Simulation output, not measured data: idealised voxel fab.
process module | voxel released beams
cross-section cut | 275 nm wide | cells 5 nm
A cross-section is a grid of square cells, given in bands from the top down. A band is one or more rows of cells.
Each band's line starts with the height of the band's top and of its bottom, in nm. Then come its materials from left to right, each with its width in nm. One material with "throughout" fills the band from edge to edge. "air" is empty space.
Height 0 is the level under which the wafer as received is all one material. The lowest band goes on downwards, as in "0 down".
A width such as "30 to 40" changes by the same amount from each row of cells to the next, from the band's top row to its bottom row.
"no change" after a step means that no cell of the cross-section changed.
closed voids: empty space of 8 cells or more with no open way to the top, each as width x height at its distance from the left edge, in nm
after a step's settings: what the simulator itself notes on the step
overlay nm, on a step with a mask: how far to the right of its planned place the mask lay; to the left if negative
Each pair below shows a cross-section before one step and the cross-section after it, down to the lowest band that changed. The line under each pair gives the step between them, with its settings. The pairs can come from different runs of this module on the same starting wafer, so a pair continues from the pair above only where its "before" says so.
before
  0 down: Si throughout
  closed voids: none
after
  10 to 0: Al2O3 throughout
  below 0: unchanged
  closed voids: none
the step between: op CONFORMAL_DEP | material Al2O3 | thk nm 10
before: the cross-section after the pair above
after
  25 to 10: SiO2 throughout
  below 10: unchanged
  closed voids: none
the step between: op DIRECTIONAL_DEP | material SiO2 | thk nm 15
before: the cross-section after the pair above
after
  25 to 10: SiO2 85 | air 25 | SiO2 165
  below 10: unchanged
  closed voids: none
the step between: op MASKED_ETCH | tone open | mask id ANCHOR | width nm 25 | etch materials SiO2 | depth nm 15 | overlay nm 0
before: the cross-section after the pair above
after
  35 to 25: SiN 95 | air 5 | SiN 175
  25 to 20: SiO2 85 | SiN 10 | air 5 | SiN 10 | SiO2 165
  20 to 10: SiO2 85 | SiN 25 | SiO2 165
  below 10: unchanged
  closed voids: none
the step between: op CONFORMAL_DEP | material SiN | thk nm 10
before: the cross-section after the pair above
after
  35 to 25: air 80 | SiN 15 | air 5 | SiN 85 | air 90
  below 25: unchanged
  closed voids: none
the step between: op MASKED_ETCH | tone cover | mask id BEAM | width nm 105 | etch materials SiN | depth nm 10 | overlay nm 0
before: the cross-section after the pair above
after
  35 to 25: air 80 | SiN 15 | air 5 | SiN 85 | air 90
  25 to 20: air 85 | SiN 10 | air 5 | SiN 10 | air 165
  20 to 10: air 85 | SiN 25 | air 165
  below 10: unchanged
  closed voids: none
the step between: op STRIP | etch materials SiO2
before
  10 to 0: Al2O3 throughout
  0 down: Si throughout
  closed voids: none
after
  20 to 10: SiN throughout
  below 10: unchanged
  closed voids: none
the step between: op CONFORMAL_DEP | material SiN | thk nm 10
before: the cross-section after the pair above
after
  20 to 10: air 80 | SiN 105 | air 90
  below 10: unchanged
  closed voids: none
the step between: op MASKED_ETCH | tone cover | mask id BEAM | width nm 105 | etch materials SiN | depth nm 10 | overlay nm 0
before
  0 down: Si throughout
  closed voids: none
after
  15 to 0: SiO2 throughout
  below 0: unchanged
  closed voids: none
the step between: op DIRECTIONAL_DEP | material SiO2 | thk nm 15
before: the cross-section after the pair above
after
  25 to 15: Al2O3 throughout
  below 15: unchanged
  closed voids: none
the step between: op CONFORMAL_DEP | material Al2O3 | thk nm 10
before: the cross-section after the pair above
after
  35 to 25: SiN throughout
  below 25: unchanged
  closed voids: none
the step between: op CONFORMAL_DEP | material SiN | thk nm 10
before: the cross-section after the pair above
after
  35 to 25: air 80 | SiN 105 | air 90
  below 25: unchanged
  closed voids: none
the step between: op MASKED_ETCH | tone cover | mask id BEAM | width nm 105 | etch materials SiN | depth nm 10 | overlay nm 0
before
  10 to 0: Al2O3 throughout
  0 down: Si throughout
  closed voids: none
after
  15 to 10: SiO2 throughout
  below 10: unchanged
  closed voids: none
the step between: op DIRECTIONAL_DEP | material SiO2 | thk nm 5
before: the cross-section after the pair above
after
  15 to 10: SiO2 85 | air 25 | SiO2 165
  below 10: unchanged
  closed voids: none
the step between: op MASKED_ETCH | tone open | mask id ANCHOR | width nm 25 | etch materials SiO2 | depth nm 15 | overlay nm 0
before: the cross-section after the pair above
after
  25 to 20: SiN 95 | air 5 | SiN 175
  20 to 15: SiN throughout
  15 to 10: SiO2 85 | SiN 25 | SiO2 165
  below 10: unchanged
  closed voids: none
the step between: op CONFORMAL_DEP | material SiN | thk nm 10
before: the cross-section after the pair above
after
  25 to 20: air 80 | SiN 15 | air 5 | SiN 85 | air 90
  20 to 15: air 80 | SiN 105 | air 90
  below 15: unchanged
  closed voids: none
the step between: op MASKED_ETCH | tone cover | mask id BEAM | width nm 105 | etch materials SiN | depth nm 10 | overlay nm 0
before: the cross-section after the pair above
after
  25 to 20: air 80 | SiN 15 | air 5 | SiN 85 | air 90
  20 to 10: air 80 to 85 | SiN 105 to 25 | air 90 to 165
  below 10: unchanged
  closed voids: none
the step between: op STRIP | etch materials SiO2
before
  25 to 10: SiO2 throughout
  10 to 0: Al2O3 throughout
  0 down: Si throughout
  closed voids: none
after
  25 to 10: SiO2 80 | air 35 | SiO2 160
  below 10: unchanged
  closed voids: none
the step between: op MASKED_ETCH | tone open | mask id ANCHOR | width nm 35 | etch materials SiO2 | depth nm 15 | overlay nm 0
before: the cross-section after the pair above
after
  35 to 25: SiN 90 | air 15 | SiN 170
  25 to 20: SiO2 80 | SiN 10 | air 15 | SiN 10 | SiO2 160
  20 to 10: SiO2 80 | SiN 35 | SiO2 160
  below 10: unchanged
  closed voids: none
the step between: op CONFORMAL_DEP | material SiN | thk nm 10
before: the cross-section after the pair above
after
  35 to 25: air 80 | SiN 10 | air 15 | SiN 80 | air 90
  below 25: unchanged
  closed voids: none
the step between: op MASKED_ETCH | tone cover | mask id BEAM | width nm 105 | etch materials SiN | depth nm 10 | overlay nm 0
before: the cross-section after the pair above
after
  35 to 25: air 80 | SiN 10 | air 15 | SiN 80 | air 90
  25 to 20: air 80 | SiN 10 | air 15 | SiN 10 | air 160
  20 to 10: air 80 | SiN 35 | air 160
  below 10: unchanged
  closed voids: none
the step between: op STRIP | etch materials SiO2
before
  25 to 10: SiO2 throughout
  10 to 0: Al2O3 throughout
  0 down: Si throughout
  closed voids: none
after
  25 to 10: SiO2 90 | air 25 | SiO2 160
  below 10: unchanged
  closed voids: none
the step between: op MASKED_ETCH | tone open | mask id ANCHOR | width nm 25 | etch materials SiO2 | depth nm 15 | overlay nm 5
before: the cross-section after the pair above
after
  35 to 25: SiN 100 | air 5 | SiN 170
  25 to 20: SiO2 90 | SiN 10 | air 5 | SiN 10 | SiO2 160
  20 to 10: SiO2 90 | SiN 25 | SiO2 160
  below 10: unchanged
  closed voids: none
the step between: op CONFORMAL_DEP | material SiN | thk nm 10
before: the cross-section after the pair above
after
  35 to 25: air 80 | SiN 20 | air 5 | SiN 80 | air 90
  below 25: unchanged
  closed voids: none
the step between: op MASKED_ETCH | tone cover | mask id BEAM | width nm 105 | etch materials SiN | depth nm 10 | overlay nm 0
before: the cross-section after the pair above
after
  35 to 25: air 80 | SiN 20 | air 5 | SiN 80 | air 90
  25 to 20: air 90 | SiN 10 | air 5 | SiN 10 | air 160
  20 to 10: air 90 | SiN 25 | air 160
  below 10: unchanged
  closed voids: none
the step between: op STRIP | etch materials SiO2
before
  25 to 10: SiO2 85 | air 25 | SiO2 165
  10 to 0: Al2O3 throughout
  0 down: Si throughout
  closed voids: none
after
  35 to 25: Al2O3 95 | air 5 | Al2O3 175
  25 to 20: SiO2 85 | Al2O3 10 | air 5 | Al2O3 10 | SiO2 165
  20 to 10: SiO2 85 | Al2O3 25 | SiO2 165
  below 10: unchanged
  closed voids: none
the step between: op CONFORMAL_DEP | material Al2O3 | thk nm 10
before
  35 to 25: SiN 95 | air 5 | SiN 175
  25 to 20: SiO2 85 | SiN 10 | air 5 | SiN 10 | SiO2 165
  20 to 10: SiO2 85 | SiN 25 | SiO2 165
  10 to 0: Al2O3 throughout
  0 down: Si throughout
  closed voids: none
after
  35 to 25: SiN 80 | air 105 | SiN 90
  25 to 10: SiO2 85 | SiN 10 | air 5 | SiN 10 | SiO2 165
  below 10: unchanged
  closed voids: none
the step between: op MASKED_ETCH | tone open | mask id BEAM | width nm 105 | etch materials SiN | depth nm 10 | overlay nm 0
before: the cross-section after the pair above
after
  25 to 10: air 85 | SiN 10 | air 5 | SiN 10 | air 165
  below 10: unchanged
  closed voids: none
the step between: op STRIP | etch materials SiO2
